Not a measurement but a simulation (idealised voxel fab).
process module | voxel wiring stack
cross-section cut | 300 nm wide | cells 5 nm
A cross-section is a grid of square cells, given in bands from the top down. A band is one or more rows of cells.
Each band's line starts with the height of the band's top and of its bottom, in nm. Then come its materials from left to right, each with its width in nm. One material with "throughout" fills the band from edge to edge. "air" is empty space.
Height 0 is the level under which the wafer as received is all one material. The lowest band goes on downwards, as in "0 down".
A width such as "30 to 40" changes by the same amount from each row of cells to the next, from the band's top row to its bottom row.
"no change" after a step means that no cell of the cross-section changed.
closed voids: empty space of 8 cells or more with no open way to the top, each as width x height at its distance from the left edge, in nm
after a step's settings: what the simulator itself notes on the step
overlay nm, on a step with a mask: how far to the right of its planned place the mask lay; to the left if negative
plan
1 op RECEIVE | material Si
2 op CONFORMAL_DEP | material SiO2 | thk nm 15
3 op DIRECTIONAL_DEP | material TiN | thk nm 5
4 op DIRECTIONAL_DEP | material W | thk nm 5
5 op PATTERN | tone cover | mask id METAL_1 | material resist | width nm 25 | pitch nm 55 | thk nm 20 | overlay nm 0
6 op DIRECTIONAL_ETCH | etch materials W | depth nm 15
7 op DIRECTIONAL_ETCH | etch materials TiN | depth nm 5
8 op STRIP | etch materials resist
9 op CONFORMAL_DEP | material SiCN | thk nm 5
10 op FILL_DEP | material lowk | thk nm 10
11 op CMP | height nm 35
12 op CONFORMAL_DEP | material SiCN | thk nm 5
13 op DIRECTIONAL_DEP | material lowk | thk nm 10
14 op DIRECTIONAL_DEP | material aC | thk nm 10
15 op PATTERN | tone open | mask id PLUG_1 | material resist | width nm 15 | thk nm 25 | overlay nm 0
16 op DIRECTIONAL_ETCH | etch materials aC | depth nm 10
17 op STRIP | etch materials resist
18 op DIRECTIONAL_ETCH | etch materials lowk | depth nm 10
19 op DIRECTIONAL_ETCH | etch materials SiCN | depth nm 5
20 op STRIP | etch materials aC
21 op CONFORMAL_DEP | material TiN | thk nm 5
22 op FILL_DEP | material Cu | thk nm 5
23 op CMP | height nm 50
24 op CONFORMAL_DEP | material SiCN | thk nm 5
25 op DIRECTIONAL_DEP | material lowk | thk nm 15
26 op MASKED_ETCH | tone open | mask id METAL_2 | width nm 25 | pitch nm 55 | etch materials lowk | depth nm 15 | overlay nm 0
27 op MASKED_ETCH | tone open | mask id METAL_2 | width nm 25 | pitch nm 55 | etch materials SiCN | depth nm 5 | overlay nm 0
28 op CONFORMAL_DEP | material TiN | thk nm 5
29 op FILL_DEP | material Cu | thk nm 5
30 op CMP | height nm 70
31 op CONFORMAL_DEP | material SiCN | thk nm 5
32 op DIRECTIONAL_DEP | material lowk | thk nm 15
33 op PATTERN | tone open | mask id PLUG_2 | material resist | width nm 15 | thk nm 15 | overlay nm 0
34 op DIRECTIONAL_ETCH | etch materials lowk | depth nm 15
35 op DIRECTIONAL_ETCH | etch materials SiCN | depth nm 5
36 op STRIP | etch materials resist
37 op CONFORMAL_DEP | material TiN | thk nm 5
38 op FILL_DEP | material Cu | thk nm 5
39 op CMP | height nm 90
40 op DIRECTIONAL_DEP | material TiN | thk nm 5
41 op DIRECTIONAL_DEP | material Ru | thk nm 20
42 op MASKED_ETCH | tone cover | mask id METAL_3 | width nm 25 | pitch nm 55 | etch materials Ru | depth nm 20 | overlay nm 0
43 op MASKED_ETCH | tone cover | mask id METAL_3 | width nm 25 | pitch nm 55 | etch materials TiN | depth nm 5 | overlay nm 0
44 op CONFORMAL_DEP | material SiCN | thk nm 5
45 op FILL_DEP | material SiO2 | thk nm 5
46 op CMP | height nm 115
47 op CONFORMAL_DEP | material SiCN | thk nm 5
48 op DIRECTIONAL_DEP | material lowk | thk nm 30
49 op PATTERN | tone open | mask id METAL_4_HOLES | material resist | width nm 15 | pitch nm 55 | thk nm 20 | overlay nm 0
50 op DIRECTIONAL_ETCH | etch materials lowk | depth nm 30
51 op STRIP | etch materials resist
52 op PATTERN | tone open | mask id METAL_4 | material resist | width nm 25 | pitch nm 55 | thk nm 15 | overlay nm 0
53 op DIRECTIONAL_ETCH | etch materials lowk | depth nm 15
54 op DIRECTIONAL_ETCH | etch materials SiCN | depth nm 5
55 op STRIP | etch materials resist
56 op CONFORMAL_DEP | material TiN | thk nm 5
57 op FILL_DEP | material Cu | thk nm 10
58 op CMP | height nm 150
59 op CONFORMAL_DEP | material SiN | thk nm 5
varied across the wafers: thk nm of step 4. The plan shows the first wafer's value. All wafers start alike
first wafer as received, after step 1
  0 down: Si throughout
  closed voids: none
each wafer at the end: cells of each material gained (+) or lost (-) since it was received, then its closed voids
thk nm 5 | +43 Cu | +40 Ru | +352 SiCN | +60 SiN | +364 SiO2 | +92 TiN | +10 W | +899 lowk | closed voids: none
thk nm 10 | +43 Cu | +40 Ru | +356 SiCN | +60 SiN | +364 SiO2 | +92 TiN | +20 W | +885 lowk | closed voids: none
thk nm 15 | +43 Cu | +40 Ru | +346 SiCN | +60 SiN | +364 SiO2 | +92 TiN | +30 W | +885 lowk | closed voids: none
thk nm 20 | +43 Cu | +40 Ru | +338 SiCN | +60 SiN | +364 SiO2 | +142 TiN | +80 W | +793 lowk | closed voids: none
thk nm 25 | +43 Cu | +40 Ru | +334 SiCN | +60 SiN | +364 SiO2 | +142 TiN | +130 W | +747 lowk | closed voids: none
thk nm 30 | +43 Cu | +40 Ru | +284 SiCN | +60 SiN | +364 SiO2 | +142 TiN | +180 W | +747 lowk | closed voids: none
